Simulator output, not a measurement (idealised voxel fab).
The name of this process module is voxel transistor to metal.
Each square cell in cross-section cut measures 5 nm, and the section as a whole is 145 nm wide.
In this document a cross-section is written as a grid of square cells. It is given as a series of bands, listed from the top down, and a band is one or more rows of cells.
Top height, bottom height, nm. Materials left to right, width each, nm. Single material + "edge to edge" = fills band edge to edge. "air" = empty.
Height 0 is the level under which the wafer as received is all one material. The lowest band goes on downwards, as in "0 down".
It should be noted that a width expressed as "30->40" varies in equal increments from row to row of cells within the band, taking the value of the first number at the top row and that of the second number at the bottom row.
Take "remained unchanged" at face value: in the step it is given for, the cross-section changed in none of its cells.
"Unvented voids" contains a list of empty spaces, each no smaller than 8 cells and without an open way to the top, written in the form width x height at distance with the distance from the left edge and all three in nm.
What comes after the settings on a step's line is commentary from the simulator itself on that step.
The optional step-line setting "overlay nm" applies to steps with a mask and quantifies how far to the right of its planned location the mask lay, a negative value indicating leftward placement.
So here's the lineup of process steps we planned
1 RECEIVE with material Si
2 CONFORMAL_DEP with material SiO2, thk nm 5
3 CONFORMAL_DEP with material SiN, thk nm 15
4 DIRECTIONAL_DEP with material aC, thk nm 15
5 PATTERN with tone cover, mask id ACTIVE, material resist, width nm 95, thk nm 30, overlay nm 0
6 DIRECTIONAL_ETCH with etch materials aC, depth nm 15
7 STRIP with etch materials resist
8 DIRECTIONAL_ETCH with etch materials SiN, depth nm 15
9 DIRECTIONAL_ETCH with etch materials SiO2, depth nm 5
10 DIRECTIONAL_ETCH with etch materials Si, depth nm 35
11 STRIP with etch materials aC
12 OXIDIZE with depth nm 5
13 FILL_DEP with material SiO2, thk nm 10
14 CMP with height nm 20
15 SELECTIVE_ETCH with etch materials SiO2, depth nm 10
16 STRIP with etch materials SiN
17 SELECTIVE_ETCH with etch materials SiO2, depth nm 5
18 OXIDIZE with depth nm 5
19 DIRECTIONAL_DEP with material polySi, thk nm 30
20 DIRECTIONAL_DEP with material SiCN, thk nm 10
21 DIRECTIONAL_DEP with material aC, thk nm 15
22 PATTERN with tone cover, mask id GATE, material resist, width nm 25, thk nm 35, overlay nm 0
23 DIRECTIONAL_ETCH with etch materials aC, depth nm 15
24 STRIP with etch materials resist
25 DIRECTIONAL_ETCH with etch materials SiCN, depth nm 20
26 DIRECTIONAL_ETCH with etch materials polySi, depth nm 40
27 STRIP with etch materials aC
28 CONFORMAL_DEP with material SiN, thk nm 5
29 DIRECTIONAL_ETCH with etch materials SiN, depth nm 5
30 DIRECTIONAL_ETCH with etch materials SiO2, depth nm 5
31 DIRECTIONAL_ETCH with etch materials Si, depth nm 15
32 EPI with material SiGe, thk nm 20
33 FILL_DEP with material SiO2, thk nm 5
34 CMP with height nm 30
35 STRIP with etch materials polySi
36 SELECTIVE_ETCH with etch materials SiO2, depth nm 5
37 CONFORMAL_DEP with material HfO2, thk nm 5
38 CONFORMAL_DEP with material TiN, thk nm 5
39 FILL_DEP with material W, thk nm 10
40 CMP with height nm 25
41 DIRECTIONAL_DEP with material SiO2, thk nm 10
42 MASKED_ETCH with tone open, mask id CONTACT, width nm 15, pitch nm 70, etch materials SiO2, depth nm 35, overlay nm 0
43 CONFORMAL_DEP with material TiN, thk nm 5
44 FILL_DEP with material Ru, thk nm 10
45 CMP with height nm 35
46 CONFORMAL_DEP with material SiCN, thk nm 5
47 DIRECTIONAL_DEP with material SiO2, thk nm 20
48 MASKED_ETCH with tone open, mask id METAL_1, width nm 15, pitch nm 70, etch materials SiO2, depth nm 20, overlay nm 0
49 MASKED_ETCH with tone open, mask id METAL_1, width nm 15, pitch nm 70, etch materials SiCN, depth nm 5, overlay nm 0
50 CONFORMAL_DEP with material TiN, thk nm 5
51 FILL_DEP with material W, thk nm 5
52 CMP with height nm 60
53 EPI with material Ru, thk nm 5
54 FILL_DEP with material SiCN, thk nm 5
The cross-section here shows the wafer as received, i.e. in its state after step 1
* 0 down  Si edge to edge
* Unvented voids: none
Looking at the first of two wafers in cross-section at end of module - ran to plan
* 70 to 65  SiCN edge to edge
* 65 to 60  25 SiCN, then 25 Ru, then 45 SiCN, then 25 Ru, then 25 SiCN
* 60 to 40  30 SiO2, then 5 TiN, then 5 W, then 5 TiN, then 55 SiO2, then 5 TiN, then 5 W, then 5 TiN, then 30 SiO2
* 40 to 35  30 SiCN, then 15 TiN, then 55 SiCN, then 15 TiN, then 30 SiCN
* 35 to 25  30 SiO2, then 5 TiN, then 5 Ru, then 5 TiN, then 55 SiO2, then 5 TiN, then 5 Ru, then 5 TiN, then 30 SiO2
* 25 to 20  30 SiO2, then 5 TiN, then 5 Ru, then 5 TiN, then 10 SiO2, then 5 SiN, then 5 HfO2, then 5 TiN, then 5 W, then 5 TiN, then 5 HfO2, then 5 SiN, then 10 SiO2, then 5 TiN, then 5 Ru, then 5 TiN, then 30 SiO2
* 20 to 15  30 SiO2, then 15 TiN, then 10 SiO2, then 5 SiN, then 5 HfO2, then 5 TiN, then 5 W, then 5 TiN, then 5 HfO2, then 5 SiN, then 10 SiO2, then 15 TiN, then 30 SiO2
* 15 to 5  30 SiO2, then 5 TiN, then 20 SiGe, then 5 SiN, then 5 HfO2, then 5 TiN, then 5 W, then 5 TiN, then 5 HfO2, then 5 SiN, then 20 SiGe, then 5 TiN, then 30 SiO2
* 5 to 0  20 SiO2, then 5 SiN, then 5 SiO2, then 5 TiN, then 20 SiGe, then 5 SiN, then 5 HfO2, then 15 TiN, then 5 HfO2, then 5 SiN, then 20 SiGe, then 5 TiN, then 5 SiO2, then 5 SiN, then 20 SiO2
* 0 to -5  25 SiO2, then 30 SiGe, then 35 HfO2, then 30 SiGe, then 25 SiO2
* -5 to -20  30 SiO2, then 25 SiGe, then 35 Si, then 25 SiGe, then 30 SiO2
* -20 to -40  30 SiO2, then 85 Si, then 30 SiO2
* -40 down  Si edge to edge
* Unvented voids: none
Here's the second of our two wafers sectioned at module end. Same start as the first, same plan, but one mistake got made running it
* 70 to 65  SiCN edge to edge
* 65 to 60  25 SiCN, then 25 Ru, then 45 SiCN, then 25 Ru, then 25 SiCN
* 60 to 40  30 SiO2, then 5 TiN, then 5 W, then 5 TiN, then 55 SiO2, then 5 TiN, then 5 W, then 5 TiN, then 30 SiO2
* 40 to 35  30 SiCN, then 15 TiN, then 55 SiCN, then 15 TiN, then 30 SiCN
* 35 to 25  30 SiO2, then 5 TiN, then 5 Ru, then 5 TiN, then 55 SiO2, then 5 TiN, then 5 Ru, then 5 TiN, then 30 SiO2
* 25 to 20  30 SiO2, then 5 TiN, then 5 Ru, then 5 TiN, then 10 SiO2, then 5 SiN, then 5 HfO2, then 5 TiN, then 5 W, then 5 TiN, then 5 HfO2, then 5 SiN, then 10 SiO2, then 5 TiN, then 5 Ru, then 5 TiN, then 30 SiO2
* 20 to 15  30 SiO2, then 15 TiN, then 10 SiO2, then 5 SiN, then 5 HfO2, then 5 TiN, then 5 W, then 5 TiN, then 5 HfO2, then 5 SiN, then 10 SiO2, then 15 TiN, then 30 SiO2
* 15 to 10  30 SiO2, then 5 TiN, then 20 SiGe, then 5 SiN, then 5 HfO2, then 5 TiN, then 5 W, then 5 TiN, then 5 HfO2, then 5 SiN, then 20 SiGe, then 5 TiN, then 30 SiO2
* 10 to 5  20 SiO2, then 35 SiGe, then 5 SiN, then 5 HfO2, then 5 TiN, then 5 W, then 5 TiN, then 5 HfO2, then 5 SiN, then 35 SiGe, then 20 SiO2
* 5 to 0  20 SiO2, then 5 SiN, then 30 SiGe, then 5 SiN, then 5 HfO2, then 15 TiN, then 5 HfO2, then 5 SiN, then 30 SiGe, then 5 SiN, then 20 SiO2
* 0 to -5  20 SiO2, then 10 SiN, then 25 SiGe, then 35 HfO2, then 25 SiGe, then 10 SiN, then 20 SiO2
* -5 to -10  35 SiO2, then 20 SiGe, then 35 Si, then 20 SiGe, then 35 SiO2
* -10 to -20  30 SiO2, then 5 Si, then 20 SiGe, then 35 Si, then 20 SiGe, then 5 Si, then 30 SiO2
* -20 to -40  30 SiO2, then 85 Si, then 30 SiO2
* -40 down  Si edge to edge
* Unvented voids: none
It is concluded that the wafer was processed incorrectly with respect to the plan, in that step 2 of the plan was excluded from execution and never run
End check, counted in cells, second wafer has more or fewer of these materials than the first: Si +4; SiGe +2; SiN +4; SiO2 -6; TiN -4
